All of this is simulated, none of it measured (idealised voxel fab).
Process module heading - voxel lift off
Section shown: cut. Width: 300 nm. Cell size: 5 nm, square.
Each cross-section below is a grid of square cells, stated as bands in top-down order, with one or more rows of cells making up each band. What a band's entry tells you: where the top is and where the bottom is, as heights in nm, and after that what lies inside, material by material from left to right, each with its width in nm. Empty space is written as the word "empty", and a single material marked with the word "full width" occupies the band from edge to edge. Basically, 0 is our baseline, since under it the wafer straight out of the box is all one material. The bottom band has no lower end and keeps on going down, so it looks like "0 and below". Graded width ("30..40"): value in top row of band = first number; value in bottom row = second number; row-to-row change constant. When a step is marked "no change", none of the cells in the cross-section changed during that step. Empty spaces counting at least 8 cells and having no open way to the top are listed in "Enclosed void entries". The notation width x height at distance is used for each, the distance being from the left edge and all three values in nm. Formally, on a step line, whatever follows the settings is a remark that the simulator itself makes on the step. Regarding "overlay nm": on a step with a mask, it is the distance the mask lay to the right of its planned place; a negative value places it to the left.

# Set out below are the planned steps of the process
1,RECEIVE [material Si]
2,CONFORMAL_DEP [material SiN] [thk nm 15]
3,PATTERN [tone open] [mask id LINES] [material resist] [width nm 20] [pitch nm 60] [thk nm 20] [overlay nm 0]
4,DIRECTIONAL_DEP [material Ru] [thk nm 10]
5,STRIP [etch materials resist]
6,CONFORMAL_DEP [material SiCN] [thk nm 10]
Split variable: width nm, step 3. Plan value = first wafer. Wafers start alike.

# Cross-section of the first of several wafers as received (after step 1)
0 and below = Si full width
Enclosed void entries: none

# Here is how to read the rows: every wafer has a row, and it shows the wafer at the end of the module, giving for each material how many cells were gained (+) or lost (-) since the wafer was received, then listing its closed voids
width nm 20 | +24 Ru | +144 SiCN | +180 SiN | Enclosed void entries: none
width nm 25 | +30 Ru | +144 SiCN | +180 SiN | Enclosed void entries: none
width nm 30 | +36 Ru | +144 SiCN | +180 SiN | Enclosed void entries: none
width nm 35 | +42 Ru | +144 SiCN | +180 SiN | Enclosed void entries: none
width nm 40 | +48 Ru | +144 SiCN | +180 SiN | Enclosed void entries: none
width nm 45 | +54 Ru | +140 SiCN | +180 SiN | Enclosed void entries: none
